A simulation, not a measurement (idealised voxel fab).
Process module, titled voxel double patterning
This is section cut - it's 285 nm across, gridded in 5 nm square cells.
Square cells in a grid make up a cross-section in this document, and the grid is given as bands, listed from the top down, each one or more rows of cells. First you get the band's top height and its bottom height, in nm, and then the materials it's made of, left to right, with each width in nm. If you see a single material with "everywhere", that one covers the band edge to edge. "empty" is empty space. Note: height 0 marks the level under which the wafer is uniformly one material as received. Lowest band unbounded below, written "top 0, no bottom". You'd read "30->40" like this: the band's top row of cells is as wide as the first number, its bottom row is as wide as the second, and going down, every row changes width by the same amount as the row before did. You'll sometimes find "nothing altered" written for a step, and that's the way of saying that nowhere in the cross-section did a cell change during that step. "Sealed internal voids" means: voids of 8 cells or more that are shut off from the top with no open way through. Written width x height at distance, distance from the left edge, in nm. Note: text after step settings on the step line = simulator remark on that step. You can add "overlay nm" to a step's line. For a step with a mask, it describes how far the mask lay to the right of its planned position, and a negative number describes a lay to the left.
Intended process steps
- 1: RECEIVE: material Si
- 2: CONFORMAL_DEP: material SiO2, thk nm 5
- 3: DIRECTIONAL_DEP: material W, thk nm 10
- 4: DIRECTIONAL_DEP: material SiCN, thk nm 10
- 5: MASKED_ETCH: tone open, mask id FIRST, width nm 15, pitch nm 50, etch materials SiCN, depth nm 10, overlay nm 0
- 6: DIRECTIONAL_DEP: material aC, thk nm 15
- 7: PATTERN: tone open, mask id SECOND, material resist, width nm 15, thk nm 30, overlay nm 0
- 8: DIRECTIONAL_ETCH: etch materials aC, depth nm 15
- 9: STRIP: etch materials resist
- 10: DIRECTIONAL_ETCH: etch materials SiCN, depth nm 10
- 11: STRIP: etch materials aC
- 12: DIRECTIONAL_ETCH: etch materials W, depth nm 10
- 13: STRIP: etch materials SiCN
Here's what the wafer looked like in cross-section when it arrived - that's after step 1
    top 0, no bottom: Si everywhere
    Sealed internal voids: none
Module complete - cross-section of the first of two wafers, run according to plan
    top 15, bottom 5: W: 110; empty: 15; W: 10; empty: 15; W: 10; empty: 15; W: 110
    top 5, bottom 0: SiO2 everywhere
    top 0, no bottom: Si everywhere
    Sealed internal voids: none
Cross-section at end of module for the second wafer of two, which matched the first in starting point and plan and differed by one mistake in its processing
    top 15, bottom 5: W: 110; empty: 15; W: 10; empty: 20; W: 5; empty: 15; W: 110
    top 5, bottom 0: SiO2 everywhere
    top 0, no bottom: Si everywhere
    Sealed internal voids: none
Finding, execution versus plan: step 7 was processed under conditions differing from the plan, specifically as PATTERN: tone open, mask id SECOND, material resist, width nm 20, thk nm 30, overlay nm 0
Final comparison by cell count, materials where the second wafer has more or fewer than the first: -2 W
